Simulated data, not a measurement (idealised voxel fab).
Process module under the name voxel tone inversion
We display cut, a cross-section 160 nm in width whose square cells are each 5 nm.
In this document a cross-section is written as a grid of square cells. It is given as a series of bands, listed from the top down, and a band is one or more rows of cells.
Band: top height; bottom height; in nm. Then, left to right: material with width in nm, for each material. "edge to edge": a single material spanning edge to edge. "empty": empty space.
Zero point of the height axis is 0; under it, received wafer = one material. Lowest band: continues down indefinitely, "0 down".
Per-row width for "30->40": begins at first number (top row of band), ends at second number (bottom row), increment between rows held constant.
What does "no alterations made" mean for a step? It means no cell of the cross-section changed in that step.
Each empty space that has no open way to the top and spans at least 8 cells appears under "Closed void listing" as width x height at distance, the distance counted from the left edge, all in nm.
after a step's settings: what the simulator itself notes on the step
overlay nm: for a step with a mask, the amount by which the mask lay right of where it was planned; a negative amount means left of it.

The planned process steps are enumerated hereunder:
| 1 | op RECEIVE | material Si |
| 2 | op CONFORMAL_DEP | material SiN | thk nm 10 |
| 3 | op DIRECTIONAL_DEP | material aC | thk nm 15 |
| 4 | op PATTERN | tone cover | mask id POSTS | material resist | width nm 15 | pitch nm 40 | thk nm 20 | overlay nm 0 |
| 5 | op DIRECTIONAL_ETCH | etch materials aC | depth nm 15 |
| 6 | op STRIP | etch materials resist |
| 7 | op FILL_DEP | material SiO2 | thk nm 5 |
| 8 | op CMP | height nm 25 |
| 9 | op STRIP | etch materials aC |

The cross-section here shows the wafer as received, i.e. in its state after step 1:
- 0 down = Si edge to edge
- Closed void listing: none

First wafer at the end, as planned:
- 25 to 10 = 30 nm SiO2 | 15 nm empty | 25 nm SiO2 | 15 nm empty | 25 nm SiO2 | 15 nm empty | 35 nm SiO2
- 10 to 0 = SiN edge to edge
- 0 down = Si edge to edge
- Closed void listing: none

Same start, same plan as the first wafer - but one mistake in the run. Cross-section of the second of the two at the end of the module:
- 25 to 15 = SiN edge to edge
- 15 to 0 = aC edge to edge
- 0 down = Si edge to edge
- Closed void listing: none
So what did we get wrong on this run? the run placed steps 2 and 3 each in the position the plan gave to the other
The final cell counts differ between the wafers, with the second having more or fewer of some materials than the first: SiO2 -69; aC +96
